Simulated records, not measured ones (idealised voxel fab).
process module | voxel lift off
cross-section cut | 285 nm wide | cells 5 nm
A cross-section is a grid of square cells, given in bands from the top down. A band is one or more rows of cells.
Each band's line starts with the height of the band's top and of its bottom, in nm. Then come its materials from left to right, each with its width in nm. One material with "throughout" fills the band from edge to edge. "air" is empty space.
Height 0 is the level under which the wafer as received is all one material. The lowest band goes on downwards, as in "0 down".
A width such as "30 to 40" changes by the same amount from each row of cells to the next, from the band's top row to its bottom row.
"no change" after a step means that no cell of the cross-section changed.
closed voids: empty space of 8 cells or more with no open way to the top, each as width x height at its distance from the left edge, in nm
after a step's settings: what the simulator itself notes on the step
overlay nm, on a step with a mask: how far to the right of its planned place the mask lay; to the left if negative
plan
1 op RECEIVE | material Si
2 op CONFORMAL_DEP | material SiO2 | thk nm 15
3 op PATTERN | tone open | mask id LINES | material resist | width nm 20 | pitch nm 35 | thk nm 30 | overlay nm 0
4 op DIRECTIONAL_DEP | material Ru | thk nm 15
5 op STRIP | etch materials resist
6 op CONFORMAL_DEP | material SiN | thk nm 10
first wafer, as planned
as received, after step 1
  0 down: Si throughout
  closed voids: none
after step 2
  15 to 0: SiO2 throughout
  below 0: unchanged
after step 3
  45 to 15: resist 95 | air 20 | resist 15 | air 20 | resist 15 | air 20 | resist 100
  below 15: unchanged
after step 4
  60 to 45: Ru 95 | air 20 | Ru 15 | air 20 | Ru 15 | air 20 | Ru 100
  45 to 30: resist 95 | air 20 | resist 15 | air 20 | resist 15 | air 20 | resist 100
  30 to 15: resist 95 | Ru 20 | resist 15 | Ru 20 | resist 15 | Ru 20 | resist 100
  below 15: unchanged
after step 5
  30 to 15: air 95 | Ru 20 | air 15 | Ru 20 | air 15 | Ru 20 | air 100
  below 15: unchanged
after step 6
  40 to 30: air 85 | SiN 110 | air 90
  30 to 25: air 85 | SiN 10 | Ru 20 | SiN 15 | Ru 20 | SiN 15 | Ru 20 | SiN 10 | air 90
  25 to 15: SiN 95 | Ru 20 | SiN 15 | Ru 20 | SiN 15 | Ru 20 | SiN 100
  below 15: unchanged
second wafer: like start, like plan, one mistake. Through step 1 it matches the first wafer
when step 2 should have ended
  15 to 0: Ru throughout
  below 0: unchanged
when step 3 should have ended
  45 to 15: resist 95 | air 20 | resist 15 | air 20 | resist 15 | air 20 | resist 100
  below 15: unchanged
when step 4 should have ended
  60 to 45: Ru 95 | air 20 | Ru 15 | air 20 | Ru 15 | air 20 | Ru 100
  45 to 30: resist 95 | air 20 | resist 15 | air 20 | resist 15 | air 20 | resist 100
  30 to 15: resist 95 | Ru 20 | resist 15 | Ru 20 | resist 15 | Ru 20 | resist 100
  below 15: unchanged
when step 5 should have ended
  30 to 15: air 95 | Ru 20 | air 15 | Ru 20 | air 15 | Ru 20 | air 100
  below 15: unchanged
when step 6 should have ended
  40 to 30: air 85 | SiN 110 | air 90
  30 to 25: air 85 | SiN 10 | Ru 20 | SiN 15 | Ru 20 | SiN 15 | Ru 20 | SiN 10 | air 90
  25 to 15: SiN 95 | Ru 20 | SiN 15 | Ru 20 | SiN 15 | Ru 20 | SiN 100
  below 15: unchanged
what went wrong: step 2 ran as: op CONFORMAL_DEP | material Ru | thk nm 15
at the end the second wafer has, in cells: 171 more of Ru | 171 fewer of SiO2
